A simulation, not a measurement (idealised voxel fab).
process module | voxel tone inversion
cross-section cut | 295 nm wide | cells 5 nm
A cross-section is a grid of square cells, given in bands from the top down. A band is one or more rows of cells.
Each band's line starts with the height of the band's top and of its bottom, in nm. Then come its materials from left to right, each with its width in nm. One material with "throughout" fills the band from edge to edge. "air" is empty space.
Height 0 is the level under which the wafer as received is all one material. The lowest band goes on downwards, as in "0 down".
A width such as "30 to 40" changes by the same amount from each row of cells to the next, from the band's top row to its bottom row.
"no change" after a step means that no cell of the cross-section changed.
closed voids: empty space of 8 cells or more with no open way to the top, each as width x height at its distance from the left edge, in nm
after a step's settings: what the simulator itself notes on the step
overlay nm, on a step with a mask: how far to the right of its planned place the mask lay; to the left if negative
plan
1 op RECEIVE | material Si
2 op CONFORMAL_DEP | material SiCN | thk nm 5
3 op DIRECTIONAL_DEP | material aC | thk nm 25
4 op PATTERN | tone cover | mask id POSTS | material resist | width nm 15 | pitch nm 45 | thk nm 35 | overlay nm 0
5 op DIRECTIONAL_ETCH | etch materials aC | depth nm 25
6 op STRIP | etch materials resist
7 op FILL_DEP | material SiO2 | thk nm 5
8 op CMP | height nm 30
9 op STRIP | etch materials aC
as received, after step 1
  0 down: Si throughout
  closed voids: none
first wafer at the end, as planned
  30 to 5: SiO2 95 | air 15 | SiO2 30 | air 15 | SiO2 30 | air 15 | SiO2 95
  5 to 0: SiCN throughout
  0 down: Si throughout
  closed voids: none
second wafer at the end: like start, like plan, one mistake
  30 to 25: SiO2 throughout
  25 to 5: SiO2 95 | aC 15 | SiO2 30 | aC 15 | SiO2 30 | aC 15 | SiO2 95
  5 to 0: SiCN throughout
  0 down: Si throughout
  closed voids: none
what went wrong: step 3 ran as: op DIRECTIONAL_DEP | material aC | thk nm 20
at the end the second wafer has, in cells: 9 more of SiO2 | 36 more of aC
